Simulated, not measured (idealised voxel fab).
This is a process module. Its name is voxel plated lines.
The width of the displayed cross-section, cut, is 260 nm; its cells are square, with a size of 5 nm.
A cross-section is a grid of square cells, given in bands from the top down. A band is one or more rows of cells. Basically the band line says how high the top is and how high the bottom is, in nm, and then what's in it from left to right, every material with its width in nm. Empty space shows up as "blank", and if a single material carries "throughout" it runs the full band edge to edge. Zero point of the height axis is 0; under it, received wafer = one material. Lowest band: continues down indefinitely, "top 0, no bottom". Per-row width for "30 to 40": begins at first number (top row of band), ends at second number (bottom row), increment between rows held constant. "nothing changed" (step): cross-section cells unchanged, all of them. The label "Sealed cavities" introduces a list of the empty spaces, 8 cells or larger, that have no open way up to the top; each entry in it reads width x height at distance, where the distance is taken from the left edge and all three are stated in nm. That trailing text on a step's line, after the settings, is the simulator's own remark on the step. On any step carrying a mask, the "overlay nm" setting, if present on the step's line, tells how far right of its planned place the mask lay; negative values point to the left.

### Process steps foreseen in the plan
1 RECEIVE, material Si
2 CONFORMAL_DEP, material SiO2, thk nm 15
3 DIRECTIONAL_DEP, material TiN, thk nm 5
4 PATTERN, tone open, mask id LINES, material resist, width nm 20, pitch nm 45, thk nm 25, overlay nm 0
5 EPI, material Ru, thk nm 10
6 EPI, material Ru, thk nm 5
7 STRIP, etch materials resist
8 DIRECTIONAL_ETCH, etch materials TiN, depth nm 5
9 CONFORMAL_DEP, material SiCN, thk nm 10

### Cross-section of the wafer at receipt, which is the condition after step 1
> top 0, no bottom: Si throughout
> Sealed cavities: none

### First of two wafers, end-of-module section, run followed plan
> top 45, bottom 35: blank=85 | SiCN=40 | blank=5 | SiCN=40 | blank=90
> top 35, bottom 25: blank=85 | SiCN=10 | Ru=20 | SiCN=10 | blank=5 | SiCN=10 | Ru=20 | SiCN=10 | blank=90
> top 25, bottom 20: SiCN=95 | Ru=20 | SiCN=25 | Ru=20 | SiCN=100
> top 20, bottom 15: SiCN=95 | TiN=20 | SiCN=25 | TiN=20 | SiCN=100
> top 15, bottom 0: SiO2 throughout
> top 0, no bottom: Si throughout
> Sealed cavities: none

### Wafer two cross-section, module end. Start and plan unchanged from wafer one; one mistake made during the run
> top 45, bottom 35: blank=90 | SiCN=40 | blank=5 | SiCN=40 | blank=85
> top 35, bottom 25: blank=90 | SiCN=10 | Ru=20 | SiCN=10 | blank=5 | SiCN=10 | Ru=20 | SiCN=10 | blank=85
> top 25, bottom 20: SiCN=100 | Ru=20 | SiCN=25 | Ru=20 | SiCN=95
> top 20, bottom 15: SiCN=100 | TiN=20 | SiCN=25 | TiN=20 | SiCN=95
> top 15, bottom 0: SiO2 throughout
> top 0, no bottom: Si throughout
> Sealed cavities: none
Deviation noted in wafer processing: step 4: run off-plan, actual operation and settings PATTERN, tone open, mask id LINES, material resist, width nm 20, pitch nm 45, thk nm 25, overlay nm 5
Same inventory, different map: at the end, the second wafer holds as many cells of each material as the first, placed elsewhere.
